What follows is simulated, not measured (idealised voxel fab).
process module | voxel plated lines
cross-section cut | 290 nm wide | cells 5 nm
A cross-section is a grid of square cells, given in bands from the top down. A band is one or more rows of cells.
Each band's line starts with the height of the band's top and of its bottom, in nm. Then come its materials from left to right, each with its width in nm. One material with "throughout" fills the band from edge to edge. "air" is empty space.
Height 0 is the level under which the wafer as received is all one material. The lowest band goes on downwards, as in "0 down".
A width such as "30 to 40" changes by the same amount from each row of cells to the next, from the band's top row to its bottom row.
"no change" after a step means that no cell of the cross-section changed.
closed voids: empty space of 8 cells or more with no open way to the top, each as width x height at its distance from the left edge, in nm
after a step's settings: what the simulator itself notes on the step
overlay nm, on a step with a mask: how far to the right of its planned place the mask lay; to the left if negative
plan
1 op RECEIVE | material Si
2 op CONFORMAL_DEP | material SiN | thk nm 5
3 op DIRECTIONAL_DEP | material TiN | thk nm 5
4 op PATTERN | tone open | mask id LINES | material resist | width nm 15 | pitch nm 40 | thk nm 30 | overlay nm 0
5 op EPI | material Ru | thk nm 10
6 op EPI | material Ru | thk nm 10
7 op STRIP | etch materials resist
8 op DIRECTIONAL_ETCH | etch materials TiN | depth nm 5
9 op CONFORMAL_DEP | material SiO2 | thk nm 5
as received, after step 1
  0 down: Si throughout
  closed voids: none
a wafer at the end: this start, this plan, one mistake
  45 to 40: air 110 | SiO2 25 | air 15 | SiO2 25 | air 115
  40 to 10: air 110 | SiO2 5 | Ru 15 | SiO2 5 | air 15 | SiO2 5 | Ru 15 | SiO2 5 | air 115
  10 to 5: SiO2 115 | TiN 15 | SiO2 25 | TiN 15 | SiO2 120
  5 to 0: SiN throughout
  0 down: Si throughout
  closed voids: none
what went wrong: one of the steps 5 and 6, which are alike, was run twice
